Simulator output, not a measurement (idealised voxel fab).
Presented below is a process module, voxel gate over fins.
Section shown: cut. Width: 285 nm. Cell size: 5 nm, square.
We lay out every cross-section as a grid of square cells and spell it out in bands from the top down, where one band means one or more rows of cells.
In this notation a band is specified by the heights of its top and bottom, in that order and in nm, after which its materials appear from left to right, each paired with its width in nm. The word "throughout" attached to a single material means that material fills the band from edge to edge; the word "blank" stands for empty space.
Heads up on the height convention: 0 is the point under which the incoming wafer is all one material, and the lowest band has no bottom, it just keeps going down, like "0 -> down".
Width: "30..40" (first number = top row, second number = bottom row, same change from row to row of cells).
"remains unaltered" (step): cross-section cells unchanged, all of them.
Voids not open to the top, 8 cells minimum: see "Tabulated closed voids". Written width x height at distance; distance is from the left edge; nm.
It should be noted that, on the line of a given step, the content following the step's settings is a remark produced by the simulator itself with respect to that step.
overlay nm: for a step with a mask, the amount by which the mask lay right of where it was planned; a negative amount means left of it.
Guide to the pairs. Each holds a before and an after cross-section around one process step; the after cross-section is cut off at the lowest band that changed. Look under the pair for the step between them and its settings. Pairs can come from different runs of this module on the same starting wafer, so a pair follows on from the one above it only where its entry headed "Structure before processing" says it does.

STRUCTURE BEFORE PROCESSING
  0 -> down | Si throughout
  Tabulated closed voids: none

RESULT OF STEP
  5 -> 0 | SiN throughout
  Unchanged below 0.
  Tabulated closed voids: none
Going from one cross-section above to the next, the wafer undergoes CONFORMAL_DEP | material SiN | thk nm 5

Structure before processing: The pre-step condition corresponds to the post-step cross-section depicted in the pair directly above.

RESULT OF STEP
  5 -> 0 | blank: 45; SiN: 15; blank: 45; SiN: 15; blank: 45; SiN: 15; blank: 45; SiN: 15; blank: 45
  Unchanged below 0.
  Tabulated closed voids: none
Going from one cross-section above to the next, the wafer undergoes MASKED_ETCH | tone cover | mask id FINS | width nm 15 | pitch nm 60 | etch materials SiN | depth nm 5 | overlay nm 0

Structure before processing: The pre-step condition corresponds to the post-step cross-section depicted in the pair directly above.

RESULT OF STEP
  5 -> 0 | blank: 45; SiN: 15; blank: 45; SiN: 15; blank: 45; SiN: 15; blank: 45; SiN: 15; blank: 45
  0 -> -35 | blank: 45; Si: 15; blank: 45; Si: 15; blank: 45; Si: 15; blank: 45; Si: 15; blank: 45
  Unchanged below -35.
  Tabulated closed voids: none
Going from one cross-section above to the next, the wafer undergoes MASKED_ETCH | tone cover | mask id FINS | width nm 15 | pitch nm 60 | etch materials Si | depth nm 35 | overlay nm 0

Structure before processing: The pre-step condition corresponds to the post-step cross-section depicted in the pair directly above.

RESULT OF STEP
  5 -> 0 | blank: 45; SiN: 15; blank: 45; SiN: 15; blank: 45; SiN: 15; blank: 45; SiN: 15; blank: 45
  0 -> -35 | blank: 45; SiO2: 5; Si: 5; SiO2: 5; blank: 45; SiO2: 5; Si: 5; SiO2: 5; blank: 45; SiO2: 5; Si: 5; SiO2: 5; blank: 45; SiO2: 5; Si: 5; SiO2: 5; blank: 45
  -35 -> -40 | SiO2: 50; Si: 5; SiO2: 55; Si: 5; SiO2: 55; Si: 5; SiO2: 55; Si: 5; SiO2: 50
  Unchanged below -40.
  Tabulated closed voids: none
Going from one cross-section above to the next, the wafer undergoes OXIDIZE | depth nm 5

Structure before processing: The pre-step condition corresponds to the post-step cross-section depicted in the pair directly above.

RESULT OF STEP
  10 -> 5 | SiO2 throughout
  5 -> 0 | SiO2: 45; SiN: 15; SiO2: 45; SiN: 15; SiO2: 45; SiN: 15; SiO2: 45; SiN: 15; SiO2: 45
  0 -> -40 | SiO2: 50; Si: 5; SiO2: 55; Si: 5; SiO2: 55; Si: 5; SiO2: 55; Si: 5; SiO2: 50
  Unchanged below -40.
  Tabulated closed voids: none
Going from one cross-section above to the next, the wafer undergoes FILL_DEP | material SiO2 | thk nm 5

Structure before processing: The pre-step condition corresponds to the post-step cross-section depicted in the pair directly above.

RESULT OF STEP
  5 -> 0 | SiO2: 45; SiN: 15; SiO2: 45; SiN: 15; SiO2: 45; SiN: 15; SiO2: 45; SiN: 15; SiO2: 45
  Unchanged below 0.
  Tabulated closed voids: none
Going from one cross-section above to the next, the wafer undergoes CMP | height nm 5

Structure before processing: The pre-step condition corresponds to the post-step cross-section depicted in the pair directly above.

RESULT OF STEP
  25 -> 5 | resist: 75; blank: 15; resist: 195
  Unchanged below 5.
  Tabulated closed voids: none
Going from one cross-section above to the next, the wafer undergoes PATTERN | tone open | mask id RAIL | material resist | width nm 15 | thk nm 20 | overlay nm 0

Structure before processing: The pre-step condition corresponds to the post-step cross-section depicted in the pair directly above.

RESULT OF STEP
  25 -> 5 | resist: 75; blank: 15; resist: 195
  5 -> 0 | SiO2: 45; SiN: 15; SiO2: 15; blank: 15; SiO2: 15; SiN: 15; SiO2: 45; SiN: 15; SiO2: 45; SiN: 15; SiO2: 45
  0 -> -30 | SiO2: 50; Si: 5; SiO2: 20; blank: 15; SiO2: 20; Si: 5; SiO2: 55; Si: 5; SiO2: 55; Si: 5; SiO2: 50
  Unchanged below -30.
  Tabulated closed voids: none
Going from one cross-section above to the next, the wafer undergoes DIRECTIONAL_ETCH | etch materials SiO2 | depth nm 35

Structure before processing: The pre-step condition corresponds to the post-step cross-section depicted in the pair directly above.

RESULT OF STEP
  5 -> 0 | SiO2: 45; SiN: 15; SiO2: 15; blank: 15; SiO2: 15; SiN: 15; SiO2: 45; SiN: 15; SiO2: 45; SiN: 15; SiO2: 45
  Unchanged below 0.
  Tabulated closed voids: none
Going from one cross-section above to the next, the wafer undergoes STRIP | etch materials resist

Structure before processing: The pre-step condition corresponds to the post-step cross-section depicted in the pair directly above.

RESULT OF STEP
  10 -> 5 | TiN: 80; blank: 5; TiN: 200
  5 -> 0 | SiO2: 45; SiN: 15; SiO2: 15; TiN: 5; blank: 5; TiN: 5; SiO2: 15; SiN: 15; SiO2: 45; SiN: 15; SiO2: 45; SiN: 15; SiO2: 45
  0 -> -25 | SiO2: 50; Si: 5; SiO2: 20; TiN: 5; blank: 5; TiN: 5; SiO2: 20; Si: 5; SiO2: 55; Si: 5; SiO2: 55; Si: 5; SiO2: 50
  -25 -> -30 | SiO2: 50; Si: 5; SiO2: 20; TiN: 15; SiO2: 20; Si: 5; SiO2: 55; Si: 5; SiO2: 55; Si: 5; SiO2: 50
  Unchanged below -30.
  Tabulated closed voids: none
Going from one cross-section above to the next, the wafer undergoes CONFORMAL_DEP | material TiN | thk nm 5

Structure before processing: The pre-step condition corresponds to the post-step cross-section depicted in the pair directly above.

RESULT OF STEP
  20 -> 10 | W throughout
  10 -> 5 | TiN: 80; W: 5; TiN: 200
  5 -> 0 | SiO2: 45; SiN: 15; SiO2: 15; TiN: 5; W: 5; TiN: 5; SiO2: 15; SiN: 15; SiO2: 45; SiN: 15; SiO2: 45; SiN: 15; SiO2: 45
  0 -> -25 | SiO2: 50; Si: 5; SiO2: 20; TiN: 5; W: 5; TiN: 5; SiO2: 20; Si: 5; SiO2: 55; Si: 5; SiO2: 55; Si: 5; SiO2: 50
  Unchanged below -25.
  Tabulated closed voids: none
Going from one cross-section above to the next, the wafer undergoes FILL_DEP | material W | thk nm 10

Structure before processing: The pre-step condition corresponds to the post-step cross-section depicted in the pair directly above.

RESULT OF STEP
  5 -> 0 | SiO2: 45; SiN: 15; SiO2: 15; TiN: 5; W: 5; TiN: 5; SiO2: 15; SiN: 15; SiO2: 45; SiN: 15; SiO2: 45; SiN: 15; SiO2: 45
  Unchanged below 0.
  Tabulated closed voids: none
Going from one cross-section above to the next, the wafer undergoes CMP | height nm 5

Structure before processing: The pre-step condition corresponds to the post-step cross-section depicted in the pair directly above.

RESULT OF STEP
  5 -> 0 | SiO2: 45; SiN: 15; SiO2: 15; blank: 15; SiO2: 15; SiN: 15; SiO2: 45; SiN: 15; SiO2: 45; SiN: 15; SiO2: 45
  0 -> -25 | SiO2: 50; Si: 5; SiO2: 20; blank: 15; SiO2: 20; Si: 5; SiO2: 55; Si: 5; SiO2: 55; Si: 5; SiO2: 50
  Unchanged below -25.
  Tabulated closed voids: none
Going from one cross-section above to the next, the wafer undergoes SELECTIVE_ETCH | etch materials W Ru TiN | depth nm 30

Structure before processing: The pre-step condition corresponds to the post-step cross-section depicted in the pair directly above.

RESULT OF STEP
  10 -> 5 | SiO2 throughout
  5 -> 0 | SiO2: 45; SiN: 15; SiO2: 45; SiN: 15; SiO2: 45; SiN: 15; SiO2: 45; SiN: 15; SiO2: 45
  0 -> -25 | SiO2: 50; Si: 5; SiO2: 55; Si: 5; SiO2: 55; Si: 5; SiO2: 55; Si: 5; SiO2: 50
  Unchanged below -25.
  Tabulated closed voids: none
Going from one cross-section above to the next, the wafer undergoes FILL_DEP | material SiO2 | thk nm 5

Structure before processing: The pre-step condition corresponds to the post-step cross-section depicted in the pair directly above.

RESULT OF STEP
  5 -> 0 | SiO2: 45; SiN: 15; SiO2: 45; SiN: 15; SiO2: 45; SiN: 15; SiO2: 45; SiN: 15; SiO2: 45
  Unchanged below 0.
  Tabulated closed voids: none
Going from one cross-section above to the next, the wafer undergoes CMP | height nm 5

Structure before processing: The pre-step condition corresponds to the post-step cross-section depicted in the pair directly above.

RESULT OF STEP
  5 -> 0 | blank: 45; SiN: 15; blank: 45; SiN: 15; blank: 45; SiN: 15; blank: 45; SiN: 15; blank: 45
  0 -> -15 | blank: 50; Si: 5; blank: 55; Si: 5; blank: 55; Si: 5; blank: 55; Si: 5; blank: 50
  Unchanged below -15.
  Tabulated closed voids: none
Going from one cross-section above to the next, the wafer undergoes SELECTIVE_ETCH | etch materials SiO2 | depth nm 20

Structure before processing: The pre-step condition corresponds to the post-step cross-section depicted in the pair directly above.

RESULT OF STEP
  0 -> -15 | blank: 50; Si: 5; blank: 55; Si: 5; blank: 55; Si: 5; blank: 55; Si: 5; blank: 50
  Unchanged below -15.
  Tabulated closed voids: none
Going from one cross-section above to the next, the wafer undergoes STRIP | etch materials SiN

Structure before processing: The pre-step condition corresponds to the post-step cross-section depicted in the pair directly above.

RESULT OF STEP
  5 -> 0 | blank: 45; HfO2: 15; blank: 45; HfO2: 15; blank: 45; HfO2: 15; blank: 45; HfO2: 15; blank: 45
  0 -> -10 | blank: 45; HfO2: 5; Si: 5; HfO2: 5; blank: 45; HfO2: 5; Si: 5; HfO2: 5; blank: 45; HfO2: 5; Si: 5; HfO2: 5; blank: 45; HfO2: 5; Si: 5; HfO2: 5; blank: 45
  -10 -> -15 | HfO2: 50; Si: 5; HfO2: 55; Si: 5; HfO2: 55; Si: 5; HfO2: 55; Si: 5; HfO2: 50
  Unchanged below -15.
  Tabulated closed voids: none
Going from one cross-section above to the next, the wafer undergoes CONFORMAL_DEP | material HfO2 | thk nm 5

Structure before processing: The pre-step condition corresponds to the post-step cross-section depicted in the pair directly above.

RESULT OF STEP
  10 -> 5 | blank: 40; TiN: 25; blank: 35; TiN: 25; blank: 35; TiN: 25; blank: 35; TiN: 25; blank: 40
  5 -> 0 | blank: 40; TiN: 5; HfO2: 15; TiN: 5; blank: 35; TiN: 5; HfO2: 15; TiN: 5; blank: 35; TiN: 5; HfO2: 15; TiN: 5; blank: 35; TiN: 5; HfO2: 15; TiN: 5; blank: 40
  0 -> -5 | blank: 40; TiN: 5; HfO2: 5; Si: 5; HfO2: 5; TiN: 5; blank: 35; TiN: 5; HfO2: 5; Si: 5; HfO2: 5; TiN: 5; blank: 35; TiN: 5; HfO2: 5; Si: 5; HfO2: 5; TiN: 5; blank: 35; TiN: 5; HfO2: 5; Si: 5; HfO2: 5; TiN: 5; blank: 40
  -5 -> -10 | TiN: 45; HfO2: 5; Si: 5; HfO2: 5; TiN: 45; HfO2: 5; Si: 5; HfO2: 5; TiN: 45; HfO2: 5; Si: 5; HfO2: 5; TiN: 45; HfO2: 5; Si: 5; HfO2: 5; TiN: 45
  Unchanged below -10.
  Tabulated closed voids: none
Going from one cross-section above to the next, the wafer undergoes CONFORMAL_DEP | material TiN | thk nm 5

Structure before processing: The pre-step condition corresponds to the post-step cross-section depicted in the pair directly above.

RESULT OF STEP
  20 -> 10 | W throughout
  10 -> 5 | W: 40; TiN: 25; W: 35; TiN: 25; W: 35; TiN: 25; W: 35; TiN: 25; W: 40
  5 -> 0 | W: 40; TiN: 5; HfO2: 15; TiN: 5; W: 35; TiN: 5; HfO2: 15; TiN: 5; W: 35; TiN: 5; HfO2: 15; TiN: 5; W: 35; TiN: 5; HfO2: 15; TiN: 5; W: 40
  0 -> -5 | W: 40; TiN: 5; HfO2: 5; Si: 5; HfO2: 5; TiN: 5; W: 35; TiN: 5; HfO2: 5; Si: 5; HfO2: 5; TiN: 5; W: 35; TiN: 5; HfO2: 5; Si: 5; HfO2: 5; TiN: 5; W: 35; TiN: 5; HfO2: 5; Si: 5; HfO2: 5; TiN: 5; W: 40
  Unchanged below -5.
  Tabulated closed voids: none
Going from one cross-section above to the next, the wafer undergoes FILL_DEP | material W | thk nm 10

Structure before processing: The pre-step condition corresponds to the post-step cross-section depicted in the pair directly above.

RESULT OF STEP
  15 -> 10 | W throughout
  Unchanged below 10.
  Tabulated closed voids: none
Going from one cross-section above to the next, the wafer undergoes CMP | height nm 15

Structure before processing: The pre-step condition corresponds to the post-step cross-section depicted in the pair directly above.

RESULT OF STEP
  25 -> 15 | SiN throughout
  Unchanged below 15.
  Tabulated closed voids: none
Going from one cross-section above to the next, the wafer undergoes CONFORMAL_DEP | material SiN | thk nm 10

STRUCTURE BEFORE PROCESSING
  0 -> down | Si throughout
  Tabulated closed voids: none

RESULT OF STEP
  0 -> -35 | blank: 45; Si: 15; blank: 45; Si: 15; blank: 45; Si: 15; blank: 45; Si: 15; blank: 45
  Unchanged below -35.
  Tabulated closed voids: none
Going from one cross-section above to the next, the wafer undergoes MASKED_ETCH | tone cover | mask id FINS | width nm 15 | pitch nm 60 | etch materials Si | depth nm 35 | overlay nm 0

Structure before processing: The pre-step condition corresponds to the post-step cross-section depicted in the pair directly above.

RESULT OF STEP
  0 -> -5 | blank: 45; SiO2: 15; blank: 45; SiO2: 15; blank: 45; SiO2: 15; blank: 45; SiO2: 15; blank: 45
  -5 -> -35 | blank: 45; SiO2: 5; Si: 5; SiO2: 5; blank: 45; SiO2: 5; Si: 5; SiO2: 5; blank: 45; SiO2: 5; Si: 5; SiO2: 5; blank: 45; SiO2: 5; Si: 5; SiO2: 5; blank: 45
  -35 -> -40 | SiO2: 50; Si: 5; SiO2: 55; Si: 5; SiO2: 55; Si: 5; SiO2: 55; Si: 5; SiO2: 50
  Unchanged below -40.
  Tabulated closed voids: none
Going from one cross-section above to the next, the wafer undergoes OXIDIZE | depth nm 5

Structure before processing: The pre-step condition corresponds to the post-step cross-section depicted in the pair directly above.

RESULT OF STEP
  5 -> -5 | SiO2 throughout
  -5 -> -40 | SiO2: 50; Si: 5; SiO2: 55; Si: 5; SiO2: 55; Si: 5; SiO2: 55; Si: 5; SiO2: 50
  Unchanged below -40.
  Tabulated closed voids: none
Going from one cross-section above to the next, the wafer undergoes FILL_DEP | material SiO2 | thk nm 5

Structure before processing: The pre-step condition corresponds to the post-step cross-section depicted in the pair directly above.

RESULT OF STEP
  25 -> 5 | resist: 75; blank: 15; resist: 195
  Unchanged below 5.
  Tabulated closed voids: none
Going from one cross-section above to the next, the wafer undergoes PATTERN | tone open | mask id RAIL | material resist | width nm 15 | thk nm 20 | overlay nm 0

Structure before processing: The pre-step condition corresponds to the post-step cross-section depicted in the pair directly above.

RESULT OF STEP
  25 -> 5 | resist: 75; blank: 15; resist: 195
  5 -> -5 | SiO2: 75; blank: 15; SiO2: 195
  -5 -> -30 | SiO2: 50; Si: 5; SiO2: 20; blank: 15; SiO2: 20; Si: 5; SiO2: 55; Si: 5; SiO2: 55; Si: 5; SiO2: 50
  Unchanged below -30.
  Tabulated closed voids: none
Going from one cross-section above to the next, the wafer undergoes DIRECTIONAL_ETCH | etch materials SiO2 | depth nm 35

Structure before processing: The pre-step condition corresponds to the post-step cross-section depicted in the pair directly above.

RESULT OF STEP
  5 -> -5 | SiO2: 75; blank: 15; SiO2: 195
  Unchanged below -5.
  Tabulated closed voids: none
Going from one cross-section above to the next, the wafer undergoes STRIP | etch materials resist

Structure before processing: The pre-step condition corresponds to the post-step cross-section depicted in the pair directly above.

RESULT OF STEP
  10 -> 5 | TiN: 80; blank: 5; TiN: 200
  5 -> -5 | SiO2: 75; TiN: 5; blank: 5; TiN: 5; SiO2: 195
  -5 -> -25 | SiO2: 50; Si: 5; SiO2: 20; TiN: 5; blank: 5; TiN: 5; SiO2: 20; Si: 5; SiO2: 55; Si: 5; SiO2: 55; Si: 5; SiO2: 50
  -25 -> -30 | SiO2: 50; Si: 5; SiO2: 20; TiN: 15; SiO2: 20; Si: 5; SiO2: 55; Si: 5; SiO2: 55; Si: 5; SiO2: 50
  Unchanged below -30.
  Tabulated closed voids: none
Going from one cross-section above to the next, the wafer undergoes CONFORMAL_DEP | material TiN | thk nm 5

Structure before processing: The pre-step condition corresponds to the post-step cross-section depicted in the pair directly above.

RESULT OF STEP
  20 -> 10 | W throughout
  10 -> 5 | TiN: 80; W: 5; TiN: 200
  5 -> -5 | SiO2: 75; TiN: 5; W: 5; TiN: 5; SiO2: 195
  -5 -> -25 | SiO2: 50; Si: 5; SiO2: 20; TiN: 5; W: 5; TiN: 5; SiO2: 20; Si: 5; SiO2: 55; Si: 5; SiO2: 55; Si: 5; SiO2: 50
  Unchanged below -25.
  Tabulated closed voids: none
Going from one cross-section above to the next, the wafer undergoes FILL_DEP | material W | thk nm 10

Structure before processing: The pre-step condition corresponds to the post-step cross-section depicted in the pair directly above.

RESULT OF STEP
  5 -> -5 | SiO2: 75; TiN: 5; W: 5; TiN: 5; SiO2: 195
  Unchanged below -5.
  Tabulated closed voids: none
Going from one cross-section above to the next, the wafer undergoes CMP | height nm 5

Structure before processing: The pre-step condition corresponds to the post-step cross-section depicted in the pair directly above.

RESULT OF STEP
  5 -> -5 | SiO2: 75; blank: 15; SiO2: 195
  -5 -> -25 | SiO2: 50; Si: 5; SiO2: 20; blank: 15; SiO2: 20; Si: 5; SiO2: 55; Si: 5; SiO2: 55; Si: 5; SiO2: 50
  Unchanged below -25.
  Tabulated closed voids: none
Going from one cross-section above to the next, the wafer undergoes SELECTIVE_ETCH | etch materials W Ru TiN | depth nm 30

Structure before processing: The pre-step condition corresponds to the post-step cross-section depicted in the pair directly above.

RESULT OF STEP
  10 -> -5 | SiO2 throughout
  -5 -> -25 | SiO2: 50; Si: 5; SiO2: 55; Si: 5; SiO2: 55; Si: 5; SiO2: 55; Si: 5; SiO2: 50
  Unchanged below -25.
  Tabulated closed voids: none
Going from one cross-section above to the next, the wafer undergoes FILL_DEP | material SiO2 | thk nm 5

Structure before processing: The pre-step condition corresponds to the post-step cross-section depicted in the pair directly above.

RESULT OF STEP
  5 -> -5 | SiO2 throughout
  Unchanged below -5.
  Tabulated closed voids: none
Going from one cross-section above to the next, the wafer undergoes CMP | height nm 5

Structure before processing: The pre-step condition corresponds to the post-step cross-section depicted in the pair directly above.

RESULT OF STEP
  -5 -> -15 | blank: 50; Si: 5; blank: 55; Si: 5; blank: 55; Si: 5; blank: 55; Si: 5; blank: 50
  Unchanged below -15.
  Tabulated closed voids: none
Going from one cross-section above to the next, the wafer undergoes SELECTIVE_ETCH | etch materials SiO2 | depth nm 20

Structure before processing: The pre-step condition corresponds to the post-step cross-section depicted in the pair directly above.

RESULT OF STEP
  0 -> -5 | blank: 45; HfO2: 15; blank: 45; HfO2: 15; blank: 45; HfO2: 15; blank: 45; HfO2: 15; blank: 45
  -5 -> -10 | blank: 45; HfO2: 5; Si: 5; HfO2: 5; blank: 45; HfO2: 5; Si: 5; HfO2: 5; blank: 45; HfO2: 5; Si: 5; HfO2: 5; blank: 45; HfO2: 5; Si: 5; HfO2: 5; blank: 45
  -10 -> -15 | HfO2: 50; Si: 5; HfO2: 55; Si: 5; HfO2: 55; Si: 5; HfO2: 55; Si: 5; HfO2: 50
  Unchanged below -15.
  Tabulated closed voids: none
Going from one cross-section above to the next, the wafer undergoes CONFORMAL_DEP | material HfO2 | thk nm 5

Structure before processing: The pre-step condition corresponds to the post-step cross-section depicted in the pair directly above.

RESULT OF STEP
  5 -> 0 | blank: 40; TiN: 25; blank: 35; TiN: 25; blank: 35; TiN: 25; blank: 35; TiN: 25; blank: 40
  0 -> -5 | blank: 40; TiN: 5; HfO2: 15; TiN: 5; blank: 35; TiN: 5; HfO2: 15; TiN: 5; blank: 35; TiN: 5; HfO2: 15; TiN: 5; blank: 35; TiN: 5; HfO2: 15; TiN: 5; blank: 40
  -5 -> -10 | TiN: 45; HfO2: 5; Si: 5; HfO2: 5; TiN: 45; HfO2: 5; Si: 5; HfO2: 5; TiN: 45; HfO2: 5; Si: 5; HfO2: 5; TiN: 45; HfO2: 5; Si: 5; HfO2: 5; TiN: 45
  Unchanged below -10.
  Tabulated closed voids: none
Going from one cross-section above to the next, the wafer undergoes CONFORMAL_DEP | material TiN | thk nm 5

Structure before processing: The pre-step condition corresponds to the post-step cross-section depicted in the pair directly above.

RESULT OF STEP
  15 -> 5 | W throughout
  5 -> 0 | W: 40; TiN: 25; W: 35; TiN: 25; W: 35; TiN: 25; W: 35; TiN: 25; W: 40
  0 -> -5 | W: 40; TiN: 5; HfO2: 15; TiN: 5; W: 35; TiN: 5; HfO2: 15; TiN: 5; W: 35; TiN: 5; HfO2: 15; TiN: 5; W: 35; TiN: 5; HfO2: 15; TiN: 5; W: 40
  Unchanged below -5.
  Tabulated closed voids: none
Going from one cross-section above to the next, the wafer undergoes FILL_DEP | material W | thk nm 10

Structure before processing: The pre-step condition corresponds to the post-step cross-section depicted in the pair directly above.

RESULT OF STEP
  25 -> 15 | SiN throughout
  Unchanged below 15.
  Tabulated closed voids: none
Going from one cross-section above to the next, the wafer undergoes CONFORMAL_DEP | material SiN | thk nm 10

STRUCTURE BEFORE PROCESSING
  5 -> 0 | blank: 45; SiN: 15; blank: 45; SiN: 15; blank: 45; SiN: 15; blank: 45; SiN: 15; blank: 45
  0 -> -15 | blank: 50; Si: 5; blank: 55; Si: 5; blank: 55; Si: 5; blank: 55; Si: 5; blank: 50
  -15 -> -25 | SiO2: 50; Si: 5; SiO2: 55; Si: 5; SiO2: 55; Si: 5; SiO2: 55; Si: 5; SiO2: 50
  -25 -> -30 | SiO2: 50; Si: 5; SiO2: 20; TiN: 15; SiO2: 20; Si: 5; SiO2: 55; Si: 5; SiO2: 55; Si: 5; SiO2: 50
  -30 -> -40 | SiO2: 50; Si: 5; SiO2: 55; Si: 5; SiO2: 55; Si: 5; SiO2: 55; Si: 5; SiO2: 50
  -40 -> down | Si throughout
  Tabulated closed voids: none

RESULT OF STEP
  5 -> 0 | blank: 45; SiN: 15; blank: 45; SiN: 15; blank: 45; SiN: 15; blank: 45; SiN: 15; blank: 45
  0 -> -25 | blank: 50; Si: 5; blank: 55; Si: 5; blank: 55; Si: 5; blank: 55; Si: 5; blank: 50
  -25 -> -30 | blank: 50; Si: 5; blank: 20; TiN: 15; blank: 20; Si: 5; blank: 55; Si: 5; blank: 55; Si: 5; blank: 50
  -30 -> -35 | blank: 50; Si: 5; blank: 25; SiO2: 5; blank: 25; Si: 5; blank: 55; Si: 5; blank: 55; Si: 5; blank: 50
  Unchanged below -35.
  Tabulated closed voids: none
Going from one cross-section above to the next, the wafer undergoes SELECTIVE_ETCH | etch materials SiO2 | depth nm 20

Structure before processing: The pre-step condition corresponds to the post-step cross-section depicted in the pair directly above.

RESULT OF STEP
  0 -> -25 | blank: 50; Si: 5; blank: 55; Si: 5; blank: 55; Si: 5; blank: 55; Si: 5; blank: 50
  Unchanged below -25.
  Tabulated closed voids: none
Going from one cross-section above to the next, the wafer undergoes STRIP | etch materials SiN

Structure before processing: The pre-step condition corresponds to the post-step cross-section depicted in the pair directly above.

RESULT OF STEP
  5 -> 0 | blank: 45; HfO2: 15; blank: 45; HfO2: 15; blank: 45; HfO2: 15; blank: 45; HfO2: 15; blank: 45
  0 -> -20 | blank: 45; HfO2: 5; Si: 5; HfO2: 5; blank: 45; HfO2: 5; Si: 5; HfO2: 5; blank: 45; HfO2: 5; Si: 5; HfO2: 5; blank: 45; HfO2: 5; Si: 5; HfO2: 5; blank: 45
  -20 -> -25 | blank: 45; HfO2: 5; Si: 5; HfO2: 5; blank: 10; HfO2: 25; blank: 10; HfO2: 5; Si: 5; HfO2: 5; blank: 45; HfO2: 5; Si: 5; HfO2: 5; blank: 45; HfO2: 5; Si: 5; HfO2: 5; blank: 45
  -25 -> -30 | blank: 45; HfO2: 5; Si: 5; HfO2: 5; blank: 10; HfO2: 5; TiN: 15; HfO2: 5; blank: 10; HfO2: 5; Si: 5; HfO2: 5; blank: 45; HfO2: 5; Si: 5; HfO2: 5; blank: 45; HfO2: 5; Si: 5; HfO2: 5; blank: 45
  -30 -> -35 | HfO2: 50; Si: 5; HfO2: 25; SiO2: 5; HfO2: 25; Si: 5; HfO2: 55; Si: 5; HfO2: 55; Si: 5; HfO2: 50
  Unchanged below -35.
  Tabulated closed voids: none
Going from one cross-section above to the next, the wafer undergoes CONFORMAL_DEP | material HfO2 | thk nm 5

Structure before processing: The pre-step condition corresponds to the post-step cross-section depicted in the pair directly above.

RESULT OF STEP
  10 -> 5 | blank: 40; TiN: 25; blank: 35; TiN: 25; blank: 35; TiN: 25; blank: 35; TiN: 25; blank: 40
  5 -> 0 | blank: 40; TiN: 5; HfO2: 15; TiN: 5; blank: 35; TiN: 5; HfO2: 15; TiN: 5; blank: 35; TiN: 5; HfO2: 15; TiN: 5; blank: 35; TiN: 5; HfO2: 15; TiN: 5; blank: 40
  0 -> -15 | blank: 40; TiN: 5; HfO2: 5; Si: 5; HfO2: 5; TiN: 5; blank: 35; TiN: 5; HfO2: 5; Si: 5; HfO2: 5; TiN: 5; blank: 35; TiN: 5; HfO2: 5; Si: 5; HfO2: 5; TiN: 5; blank: 35; TiN: 5; HfO2: 5; Si: 5; HfO2: 5; TiN: 5; blank: 40
  -15 -> -20 | blank: 40; TiN: 5; HfO2: 5; Si: 5; HfO2: 5; TiN: 45; HfO2: 5; Si: 5; HfO2: 5; TiN: 5; blank: 35; TiN: 5; HfO2: 5; Si: 5; HfO2: 5; TiN: 5; blank: 35; TiN: 5; HfO2: 5; Si: 5; HfO2: 5; TiN: 5; blank: 40
  -20 -> -25 | blank: 40; TiN: 5; HfO2: 5; Si: 5; HfO2: 5; TiN: 10; HfO2: 25; TiN: 10; HfO2: 5; Si: 5; HfO2: 5; TiN: 5; blank: 35; TiN: 5; HfO2: 5; Si: 5; HfO2: 5; TiN: 5; blank: 35; TiN: 5; HfO2: 5; Si: 5; HfO2: 5; TiN: 5; blank: 40
  -25 -> -30 | TiN: 45; HfO2: 5; Si: 5; HfO2: 5; TiN: 10; HfO2: 5; TiN: 15; HfO2: 5; TiN: 10; HfO2: 5; Si: 5; HfO2: 5; TiN: 45; HfO2: 5; Si: 5; HfO2: 5; TiN: 45; HfO2: 5; Si: 5; HfO2: 5; TiN: 45
  Unchanged below -30.
  Tabulated closed voids: none
Going from one cross-section above to the next, the wafer undergoes CONFORMAL_DEP | material TiN | thk nm 5

Structure before processing: The pre-step condition corresponds to the post-step cross-section depicted in the pair directly above.

RESULT OF STEP
  20 -> 10 | W throughout
  10 -> 5 | W: 40; TiN: 25; W: 35; TiN: 25; W: 35; TiN: 25; W: 35; TiN: 25; W: 40
  5 -> 0 | W: 40; TiN: 5; HfO2: 15; TiN: 5; W: 35; TiN: 5; HfO2: 15; TiN: 5; W: 35; TiN: 5; HfO2: 15; TiN: 5; W: 35; TiN: 5; HfO2: 15; TiN: 5; W: 40
  0 -> -15 | W: 40; TiN: 5; HfO2: 5; Si: 5; HfO2: 5; TiN: 5; W: 35; TiN: 5; HfO2: 5; Si: 5; HfO2: 5; TiN: 5; W: 35; TiN: 5; HfO2: 5; Si: 5; HfO2: 5; TiN: 5; W: 35; TiN: 5; HfO2: 5; Si: 5; HfO2: 5; TiN: 5; W: 40
  -15 -> -20 | W: 40; TiN: 5; HfO2: 5; Si: 5; HfO2: 5; TiN: 45; HfO2: 5; Si: 5; HfO2: 5; TiN: 5; W: 35; TiN: 5; HfO2: 5; Si: 5; HfO2: 5; TiN: 5; W: 35; TiN: 5; HfO2: 5; Si: 5; HfO2: 5; TiN: 5; W: 40
  -20 -> -25 | W: 40; TiN: 5; HfO2: 5; Si: 5; HfO2: 5; TiN: 10; HfO2: 25; TiN: 10; HfO2: 5; Si: 5; HfO2: 5; TiN: 5; W: 35; TiN: 5; HfO2: 5; Si: 5; HfO2: 5; TiN: 5; W: 35; TiN: 5; HfO2: 5; Si: 5; HfO2: 5; TiN: 5; W: 40
  Unchanged below -25.
  Tabulated closed voids: none
Going from one cross-section above to the next, the wafer undergoes FILL_DEP | material W | thk nm 10

Structure before processing: The pre-step condition corresponds to the post-step cross-section depicted in the pair directly above.

RESULT OF STEP
  15 -> 10 | W throughout
  Unchanged below 10.
  Tabulated closed voids: none
Going from one cross-section above to the next, the wafer undergoes CMP | height nm 15

Structure before processing: The pre-step condition corresponds to the post-step cross-section depicted in the pair directly above.

RESULT OF STEP
  25 -> 15 | SiN throughout
  Unchanged below 15.
  Tabulated closed voids: none
Going from one cross-section above to the next, the wafer undergoes CONFORMAL_DEP | material SiN | thk nm 10

STRUCTURE BEFORE PROCESSING
  5 -> 0 | SiO2: 45; SiN: 15; SiO2: 45; SiN: 15; SiO2: 45; SiN: 15; SiO2: 45; SiN: 15; SiO2: 45
  0 -> -25 | SiO2: 50; Si: 5; SiO2: 55; Si: 5; SiO2: 55; Si: 5; SiO2: 55; Si: 5; SiO2: 50
  -25 -> -30 | SiO2: 50; Si: 5; SiO2: 20; TiN: 15; SiO2: 20; Si: 5; SiO2: 55; Si: 5; SiO2: 55; Si: 5; SiO2: 50
  -30 -> -40 | SiO2: 50; Si: 5; SiO2: 55; Si: 5; SiO2: 55; Si: 5; SiO2: 55; Si: 5; SiO2: 50
  -40 -> down | Si throughout
  Tabulated closed voids: none

RESULT OF STEP
  5 -> 0 | SiO2: 45; blank: 15; SiO2: 45; blank: 15; SiO2: 45; blank: 15; SiO2: 45; blank: 15; SiO2: 45
  Unchanged below 0.
  Tabulated closed voids: none
Going from one cross-section above to the next, the wafer undergoes STRIP | etch materials SiN
